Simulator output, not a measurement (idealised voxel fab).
The process module that follows is named voxel ribs on slabs.
Shown is cross-section cut, with a width of 165 nm and square cells of size 5 nm.
Cross-section layout: square cells on a grid; listed as bands, top to bottom; a band spans one or more cell rows.
First you get the band's top height and its bottom height, in nm, and then the materials it's made of, left to right, with each width in nm. If you see a single material with "full width", that one covers the band edge to edge. "air" is empty space.
Convention: height 0 is the level below which the wafer, as received, is all one material. The lowest band does not terminate at the bottom but continues downward, represented as "0 -> down".
Think of "30..40" as a width that walks from the first number to the second as you go down the band, top row to bottom row, taking equal-sized steps from row to row.
No cell of the cross-section changed in a step that is given as "everything unchanged".
In the "Enclosed voids" entry, you get each enclosed empty space of 8 cells or more, one with no open way to the top, written width x height at distance, distance from the left edge, in nm.
Formally, on a step line, whatever follows the settings is a remark that the simulator itself makes on the step.
overlay nm: on a step with a mask, how far right of its planned place the mask lay; negative means left.

Planned step list for the process
1,RECEIVE, material Si
2,DIRECTIONAL_DEP, material SiO2, thk nm 25
3,DIRECTIONAL_DEP, material SiN, thk nm 15
4,DIRECTIONAL_DEP, material aC, thk nm 10
5,PATTERN, tone cover, mask id RIB, material resist, width nm 25, thk nm 25, overlay nm 0
6,DIRECTIONAL_ETCH, etch materials aC, depth nm 10
7,STRIP, etch materials resist
8,DIRECTIONAL_ETCH, etch materials SiN, depth nm 10
9,STRIP, etch materials aC
10,PATTERN, tone cover, mask id SLAB, material resist, width nm 55, thk nm 15, overlay nm 0
11,DIRECTIONAL_ETCH, etch materials SiN, depth nm 5
12,STRIP, etch materials resist
13,FILL_DEP, material SiO2, thk nm 25
14,CMP, height nm 55
15,DIRECTIONAL_DEP, material W, thk nm 10
16,DIRECTIONAL_DEP, material aC, thk nm 10
17,PATTERN, tone cover, mask id HEATER, material resist, width nm 35, thk nm 25, overlay nm 0
18,DIRECTIONAL_ETCH, etch materials aC, depth nm 10
19,STRIP, etch materials resist
20,DIRECTIONAL_ETCH, etch materials W, depth nm 10
21,STRIP, etch materials aC
22,CONFORMAL_DEP, material SiO2, thk nm 5

Delivered wafer in cross-section: state after step 1
* 0 -> down  Si full width
* Enclosed voids: none

Run as planned - first of the two wafers cross-sectioned at the end of the module
* 70 -> 65  60 nm air  45 nm SiO2  60 nm air
* 65 -> 60  60 nm air  5 nm SiO2  35 nm W  5 nm SiO2  60 nm air
* 60 -> 55  65 nm SiO2  35 nm W  65 nm SiO2
* 55 -> 40  SiO2 full width
* 40 -> 30  70 nm SiO2  25 nm SiN  70 nm SiO2
* 30 -> 25  55 nm SiO2  55 nm SiN  55 nm SiO2
* 25 -> 0  SiO2 full width
* 0 -> down  Si full width
* Enclosed voids: none

End of module, second wafer, cross-section. Started like the first, planned like the first, run with one mistake
* 70 -> 65  60 nm air  45 nm SiO2  60 nm air
* 65 -> 60  60 nm air  5 nm SiO2  35 nm W  5 nm SiO2  60 nm air
* 60 -> 55  65 nm SiO2  35 nm W  65 nm SiO2
* 55 -> 15  SiO2 full width
* 15 -> 0  SiN full width
* 0 -> down  Si full width
* Enclosed voids: none
The plan and the run diverged here: steps 2 and 3 of the plan were each performed in the slot designated for the other
Upon completion, the second wafer contains, in terms of cells, a greater or smaller amount of certain materials than the first wafer: SiN +78 | SiO2 -78
